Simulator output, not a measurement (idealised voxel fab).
The document below concerns the process module designated voxel released beams.
The cross-section shown here is cut; it is 185 nm wide and divided into square cells measuring 5 nm on a side.
The cross-sections in this document take the form of a grid made of square cells. They are written out as bands, in order from top to bottom. Each band consists of one or more rows of cells.
Heights first: top, then bottom, in nm. Then materials, left to right, each with a width in nm. "edge to edge" on a single material: fills the band edge to edge. "air": empty space.
Beneath 0, the wafer as received is one material, and that level is where height counting begins. The lowest band goes on downward without a bottom; it is written like "0 nm and below".
Width "30->40": first value at the band's top row of cells, second value at its bottom row, equal change from row to row.
"nothing got changed" after a step means that no cell of the cross-section changed.
"Sealed void inventory" specifies each empty space that is not open to the top and that occupies no fewer than 8 cells, using the form width x height at distance, the distance measured from the left edge and all three quantities in nm.
Note: text after step settings on the step line = simulator remark on that step.
You can add "overlay nm" to a step's line. For a step with a mask, it describes how far the mask lay to the right of its planned position, and a negative number describes a lay to the left.

[Listed below are the process steps as planned]
1: RECEIVE with material Si
2: CONFORMAL_DEP with material Al2O3, thk nm 5
3: DIRECTIONAL_DEP with material SiO2, thk nm 20
4: MASKED_ETCH with tone open, mask id ANCHOR, width nm 25, etch materials SiO2, depth nm 20, overlay nm 0
5: CONFORMAL_DEP with material SiN, thk nm 10
6: DIRECTIONAL_DEP with material aC, thk nm 15
7: PATTERN with tone cover, mask id BEAM, material resist, width nm 110, thk nm 35, overlay nm 0
8: DIRECTIONAL_ETCH with etch materials aC, depth nm 15
9: STRIP with etch materials resist
10: DIRECTIONAL_ETCH with etch materials SiN, depth nm 10
11: STRIP with etch materials aC
12: STRIP with etch materials SiO2

[Incoming wafer, cross-sectional view, post step 1]
  0 nm and below  Si edge to edge
  Sealed void inventory: none

[As-planned run: cross-section of the first of two wafers at end of module]
  35 nm to 25 nm  35 nm air, 15 nm SiN, 5 nm air, 90 nm SiN, 40 nm air
  25 nm to 15 nm  40 nm air, 10 nm SiN, 5 nm air, 10 nm SiN, 120 nm air
  15 nm to 5 nm  40 nm air, 25 nm SiN, 120 nm air
  5 nm to 0 nm  Al2O3 edge to edge
  0 nm and below  Si edge to edge
  Sealed void inventory: none

[This is the second of the two wafers, cross-sectioned at the end of the module; it started exactly like the first and was given the same plan, but it was run with one mistake]
  35 nm to 25 nm  35 nm air, 110 nm SiN, 40 nm air
  25 nm to 20 nm  Al2O3 edge to edge
  20 nm to 0 nm  SiO2 edge to edge
  0 nm and below  Si edge to edge
  Sealed void inventory: none
In executing the process, a mistake was made relative to the plan: the processing plan was not followed for steps 2 and 3, which were run with their positions exchanged
Materials where the second wafer ends with more or fewer cells than the first: 16 fewer of SiN | 148 more of SiO2
